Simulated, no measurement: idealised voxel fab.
process module | voxel transistor to metal
cross-section cut | 215 nm wide | cells 5 nm
A cross-section is a grid of square cells, given in bands from the top down. A band is one or more rows of cells.
Each band's line starts with the height of the band's top and of its bottom, in nm. Then come its materials from left to right, each with its width in nm. One material with "throughout" fills the band from edge to edge. "air" is empty space.
Height 0 is the level under which the wafer as received is all one material. The lowest band goes on downwards, as in "0 down".
A width such as "30 to 40" changes by the same amount from each row of cells to the next, from the band's top row to its bottom row.
"no change" after a step means that no cell of the cross-section changed.
closed voids: empty space of 8 cells or more with no open way to the top, each as width x height at its distance from the left edge, in nm
after a step's settings: what the simulator itself notes on the step
overlay nm, on a step with a mask: how far to the right of its planned place the mask lay; to the left if negative
plan
1 op RECEIVE | material Si
2 op CONFORMAL_DEP | material SiO2 | thk nm 5
3 op CONFORMAL_DEP | material SiN | thk nm 10
4 op PATTERN | tone cover | mask id ACTIVE | material resist | width nm 110 | thk nm 15 | overlay nm 0
5 op DIRECTIONAL_ETCH | etch materials SiN | depth nm 10
6 op DIRECTIONAL_ETCH | etch materials SiO2 | depth nm 5
7 op DIRECTIONAL_ETCH | etch materials Si | depth nm 20
8 op STRIP | etch materials resist
9 op OXIDIZE | depth nm 5
10 op FILL_DEP | material SiO2 | thk nm 15
11 op CMP | height nm 15
12 op SELECTIVE_ETCH | etch materials SiO2 | depth nm 5
13 op STRIP | etch materials SiN
14 op SELECTIVE_ETCH | etch materials SiO2 | depth nm 5
15 op OXIDIZE | depth nm 5
16 op DIRECTIONAL_DEP | material polySi | thk nm 30
17 op DIRECTIONAL_DEP | material SiCN | thk nm 10
18 op PATTERN | tone cover | mask id GATE | material resist | width nm 20 | thk nm 15 | overlay nm 0
19 op DIRECTIONAL_ETCH | etch materials SiCN | depth nm 20
20 op DIRECTIONAL_ETCH | etch materials polySi | depth nm 40
21 op STRIP | etch materials resist
22 op CONFORMAL_DEP | material SiN | thk nm 10
23 op DIRECTIONAL_ETCH | etch materials SiN | depth nm 10
24 op DIRECTIONAL_ETCH | etch materials SiO2 | depth nm 5
25 op DIRECTIONAL_ETCH | etch materials Si | depth nm 10
26 op EPI | material pSi | thk nm 10
27 op FILL_DEP | material SiO2 | thk nm 5
28 op CMP | height nm 40
29 op DIRECTIONAL_DEP | material SiO2 | thk nm 10
30 op PATTERN | tone open | mask id CONTACT | material resist | width nm 20 | pitch nm 80 | thk nm 20 | overlay nm 0
31 op DIRECTIONAL_ETCH | etch materials SiO2 | depth nm 55
32 op STRIP | etch materials resist
33 op CONFORMAL_DEP | material TiN | thk nm 5
34 op FILL_DEP | material Ru | thk nm 5
35 op CMP | height nm 50
36 op CONFORMAL_DEP | material SiCN | thk nm 5
37 op DIRECTIONAL_DEP | material lowk | thk nm 20
38 op PATTERN | tone open | mask id METAL_1 | material resist | width nm 15 | pitch nm 80 | thk nm 15 | overlay nm 0
39 op DIRECTIONAL_ETCH | etch materials lowk | depth nm 20
40 op DIRECTIONAL_ETCH | etch materials SiCN | depth nm 5
41 op STRIP | etch materials resist
42 op CONFORMAL_DEP | material TiN | thk nm 5
43 op FILL_DEP | material Cu | thk nm 10
44 op CMP | height nm 75
45 op CONFORMAL_DEP | material SiCN | thk nm 5
46 op DIRECTIONAL_DEP | material SiO2 | thk nm 35
47 op DIRECTIONAL_DEP | material aC | thk nm 15
48 op PATTERN | tone open | mask id METAL_2_HOLES | material resist | width nm 15 | pitch nm 80 | thk nm 35 | overlay nm 0
49 op DIRECTIONAL_ETCH | etch materials aC | depth nm 15
50 op STRIP | etch materials resist
51 op DIRECTIONAL_ETCH | etch materials SiO2 | depth nm 35
52 op STRIP | etch materials aC
53 op MASKED_ETCH | tone open | mask id METAL_2 | width nm 20 | pitch nm 80 | etch materials SiO2 | depth nm 20 | overlay nm 0
54 op MASKED_ETCH | tone open | mask id METAL_2 | width nm 20 | pitch nm 80 | etch materials SiCN | depth nm 5 | overlay nm 0
55 op CONFORMAL_DEP | material TiN | thk nm 5
56 op FILL_DEP | material Ru | thk nm 5
57 op CMP | height nm 115
58 op CONFORMAL_DEP | material SiCN | thk nm 5
varied across the wafers: width nm of step 38. The plan shows the first wafer's value. All wafers start alike
first wafer as received, after step 1
  0 down: Si throughout
  closed voids: none
first wafer at the end, after step 58
  120 to 115: SiCN throughout
  115 to 100: SiO2 55 | TiN 5 | Ru 10 | TiN 5 | SiO2 60 | TiN 5 | Ru 10 | TiN 5 | SiO2 60
  100 to 95: SiO2 55 | TiN 5 | Ru 5 | TiN 10 | SiO2 60 | TiN 5 | Ru 5 | TiN 10 | SiO2 60
  95 to 80: SiO2 55 | TiN 5 | Ru 5 | TiN 5 | SiO2 65 | TiN 5 | Ru 5 | TiN 5 | SiO2 65
  80 to 75: SiCN 55 | TiN 15 | SiCN 65 | TiN 15 | SiCN 65
  75 to 55: lowk 60 | TiN 5 | Cu 5 | TiN 5 | lowk 65 | TiN 5 | Cu 5 | TiN 5 | lowk 60
  55 to 50: SiCN 60 | TiN 15 | SiCN 65 | TiN 15 | SiCN 60
  50 to 40: SiO2 55 | TiN 5 | Ru 10 | TiN 5 | SiO2 60 | TiN 5 | Ru 10 | TiN 5 | SiO2 60
  40 to 30: SiO2 55 | TiN 5 | Ru 10 | TiN 5 | SiO2 10 | SiN 10 | SiCN 20 | SiN 10 | SiO2 10 | TiN 5 | Ru 10 | TiN 5 | SiO2 60
  30 to 5: SiO2 55 | TiN 5 | Ru 10 | TiN 5 | SiO2 10 | SiN 10 | polySi 20 | SiN 10 | SiO2 10 | TiN 5 | Ru 10 | TiN 5 | SiO2 60
  5 to 0: SiO2 45 | SiN 10 | TiN 5 | Ru 10 | TiN 5 | pSi 10 | SiN 10 | polySi 20 | SiN 10 | pSi 10 | TiN 5 | Ru 10 | TiN 5 | SiN 10 | SiO2 50
  0 to -5: SiO2 55 | TiN 20 | pSi 10 | SiO2 40 | pSi 10 | TiN 20 | SiO2 60
  -5 to -15: SiO2 55 | pSi 30 | Si 40 | pSi 30 | SiO2 60
  -15 to -25: SiO2 55 | Si 100 | SiO2 60
  -25 down: Si throughout
  closed voids: none
last wafer at the end
  120 to 115: SiCN throughout
  115 to 100: SiO2 55 | TiN 5 | Ru 10 | TiN 5 | SiO2 60 | TiN 5 | Ru 10 | TiN 5 | SiO2 60
  100 to 95: SiO2 55 | TiN 5 | Ru 5 | TiN 10 | SiO2 60 | TiN 5 | Ru 5 | TiN 10 | SiO2 60
  95 to 80: SiO2 55 | TiN 5 | Ru 5 | TiN 5 | SiO2 65 | TiN 5 | Ru 5 | TiN 5 | SiO2 65
  80 to 75: SiCN 55 | TiN 15 | SiCN 65 | TiN 15 | SiCN 65
  75 to 55: lowk 50 | TiN 5 | Cu 25 | TiN 5 | lowk 45 | TiN 5 | Cu 25 | TiN 5 | lowk 50
  55 to 50: SiCN 50 | TiN 35 | SiCN 45 | TiN 35 | SiCN 50
  50 to 40: SiO2 55 | TiN 5 | Ru 10 | TiN 5 | SiO2 60 | TiN 5 | Ru 10 | TiN 5 | SiO2 60
  40 to 30: SiO2 55 | TiN 5 | Ru 10 | TiN 5 | SiO2 10 | SiN 10 | SiCN 20 | SiN 10 | SiO2 10 | TiN 5 | Ru 10 | TiN 5 | SiO2 60
  30 to 5: SiO2 55 | TiN 5 | Ru 10 | TiN 5 | SiO2 10 | SiN 10 | polySi 20 | SiN 10 | SiO2 10 | TiN 5 | Ru 10 | TiN 5 | SiO2 60
  5 to 0: SiO2 45 | SiN 10 | TiN 5 | Ru 10 | TiN 5 | pSi 10 | SiN 10 | polySi 20 | SiN 10 | pSi 10 | TiN 5 | Ru 10 | TiN 5 | SiN 10 | SiO2 50
  0 to -5: SiO2 55 | TiN 20 | pSi 10 | SiO2 40 | pSi 10 | TiN 20 | SiO2 60
  -5 to -15: SiO2 55 | pSi 30 | Si 40 | pSi 30 | SiO2 60
  -15 to -25: SiO2 55 | Si 100 | SiO2 60
  -25 down: Si throughout
  closed voids: none
each wafer at the end: cells of each material gained (+) or lost (-) since it was received, then its closed voids
width nm 15 | +8 Cu | +60 Ru | -159 Si | +125 SiCN | +36 SiN | +652 SiO2 | +106 TiN | +148 lowk | +32 pSi | +24 polySi | closed voids: none
width nm 20 | +16 Cu | +60 Ru | -159 Si | +123 SiCN | +36 SiN | +652 SiO2 | +108 TiN | +140 lowk | +32 pSi | +24 polySi | closed voids: none
width nm 25 | +24 Cu | +60 Ru | -159 Si | +121 SiCN | +36 SiN | +652 SiO2 | +110 TiN | +132 lowk | +32 pSi | +24 polySi | closed voids: none
width nm 30 | +32 Cu | +60 Ru | -159 Si | +119 SiCN | +36 SiN | +652 SiO2 | +112 TiN | +124 lowk | +32 pSi | +24 polySi | closed voids: none
width nm 35 | +40 Cu | +60 Ru | -159 Si | +117 SiCN | +36 SiN | +652 SiO2 | +114 TiN | +116 lowk | +32 pSi | +24 polySi | closed voids: none
